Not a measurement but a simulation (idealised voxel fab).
Proc. module: voxel self aligned vias
The width of the displayed cross-section, cut, is 160 nm; its cells are square, with a size of 5 nm.
Format of a cross-section: grid, square cells. Given as bands. Order: top down. Band: one or more rows of cells.
A band entry consists of two parts. The first gives the height of the band's top and the height of its bottom, in nm. The rest lists the band's materials from left to right, each with its width in nm. A single material labelled with the word "edge to edge" fills the band from edge to edge, and the word "empty" marks empty space.
For the purposes of this specification, 0 denotes the height below which the wafer in its as-received condition is composed wholly of one material, and the lowermost band, lacking a lower limit, extends downward without end, as expressed in "0 and below".
Top row gets the first number, bottom row gets the second, and each row in between changes by the same step: that is how a band width like "30..40" works.
"nothing altered" means the step left every cell of the cross-section as it was.
If an empty space has no open way to the top and is at least 8 cells in size, "Sealed cavities" lists it, written width x height at distance, where distance is measured from the left edge and every value is in nm.
Where a step's line continues beyond its settings, the continuation is a remark by the simulator itself on that step.
The "overlay nm" setting may appear on a step's line; for a step that uses a mask, it gives how far to the right of its planned position the mask lay, and a negative value indicates the left.
Below is the list of planned process steps:
1 RECEIVE (material Si)
2 CONFORMAL_DEP (material SiO2; thk nm 15)
3 CONFORMAL_DEP (material SiCN; thk nm 5)
4 DIRECTIONAL_DEP (material SiO2; thk nm 30)
5 DIRECTIONAL_DEP (material aC; thk nm 10)
6 PATTERN (tone open; mask id LINES; material resist; width nm 20; pitch nm 55; thk nm 25; overlay nm 0)
7 DIRECTIONAL_ETCH (etch materials aC; depth nm 10)
8 STRIP (etch materials resist)
9 DIRECTIONAL_ETCH (etch materials SiO2; depth nm 30)
10 STRIP (etch materials aC)
11 CONFORMAL_DEP (material TiN; thk nm 5)
12 FILL_DEP (material Ru; thk nm 10)
13 CMP (height nm 50)
14 SELECTIVE_ETCH (etch materials W Ru TiN; depth nm 10)
15 FILL_DEP (material SiN; thk nm 10)
16 CMP (height nm 50)
17 DIRECTIONAL_DEP (material SiO2; thk nm 20)
18 PATTERN (tone open; mask id VIAS; material resist; width nm 20; thk nm 20; overlay nm 0)
19 DIRECTIONAL_ETCH (etch materials SiO2; depth nm 20)
20 DIRECTIONAL_ETCH (etch materials SiN; depth nm 10)
21 STRIP (etch materials resist)
22 CONFORMAL_DEP (material TiN; thk nm 5)
23 FILL_DEP (material Cu; thk nm 5)
24 CMP (height nm 70)
25 CONFORMAL_DEP (material SiN; thk nm 5)
The wafers in this document start out alike and differ in the width nm applied at step 18; the plan shows the value used for the first wafer.
The as-received cross-section of the first of several wafers corresponds to the state after step 1:
    0 and below  Si edge to edge
    Sealed cavities: none
Post step 25, the closing step of the module: first of several wafers, cross-sectioned:
    75 down to 70  SiN edge to edge
    70 down to 50  SiO2=40 / TiN=5 / Cu=10 / TiN=5 / SiO2=100
    50 down to 45  SiO2=40 / TiN=5 / Cu=10 / TiN=5 / SiO2=35 / SiN=20 / SiO2=45
    45 down to 40  SiO2=40 / TiN=20 / SiO2=35 / SiN=20 / SiO2=45
    40 down to 25  SiO2=40 / TiN=5 / Ru=10 / TiN=5 / SiO2=35 / TiN=5 / Ru=10 / TiN=5 / SiO2=45
    25 down to 20  SiO2=40 / TiN=20 / SiO2=35 / TiN=20 / SiO2=45
    20 down to 15  SiCN edge to edge
    15 down to 0  SiO2 edge to edge
    0 and below  Si edge to edge
    Sealed cavities: none
The final wafer, sectioned at module end:
    75 down to 70  SiN edge to edge
    70 down to 55  SiO2=30 / TiN=5 / Cu=35 / TiN=5 / SiO2=85
    55 down to 50  SiO2=30 / TiN=15 / Cu=10 / TiN=20 / SiO2=85
    50 down to 45  SiO2=40 / TiN=5 / Cu=10 / TiN=5 / SiO2=35 / SiN=20 / SiO2=45
    45 down to 40  SiO2=40 / TiN=20 / SiO2=35 / SiN=20 / SiO2=45
    40 down to 25  SiO2=40 / TiN=5 / Ru=10 / TiN=5 / SiO2=35 / TiN=5 / Ru=10 / TiN=5 / SiO2=45
    25 down to 20  SiO2=40 / TiN=20 / SiO2=35 / TiN=20 / SiO2=45
    20 down to 15  SiCN edge to edge
    15 down to 0  SiO2 edge to edge
    0 and below  Si edge to edge
    Sealed cavities: none
What follows is a table in which each wafer occupies a row; for the wafer as it stands at the close of the module, the row states, material by material, how many cells have been gained (+) or lost (-) since receipt, and then gives its closed voids:
width nm 20; +10 Cu; +12 Ru; +32 SiCN; +40 SiN; +352 SiO2; +34 TiN; Sealed cavities: none
width nm 25; +13 Cu; +12 Ru; +32 SiCN; +40 SiN; +348 SiO2; +35 TiN; Sealed cavities: none
width nm 30; +16 Cu; +12 Ru; +32 SiCN; +40 SiN; +344 SiO2; +36 TiN; Sealed cavities: none
width nm 35; +19 Cu; +12 Ru; +32 SiCN; +40 SiN; +340 SiO2; +37 TiN; Sealed cavities: none
width nm 40; +22 Cu; +12 Ru; +32 SiCN; +40 SiN; +336 SiO2; +38 TiN; Sealed cavities: none
width nm 45; +25 Cu; +12 Ru; +32 SiCN; +40 SiN; +332 SiO2; +39 TiN; Sealed cavities: none
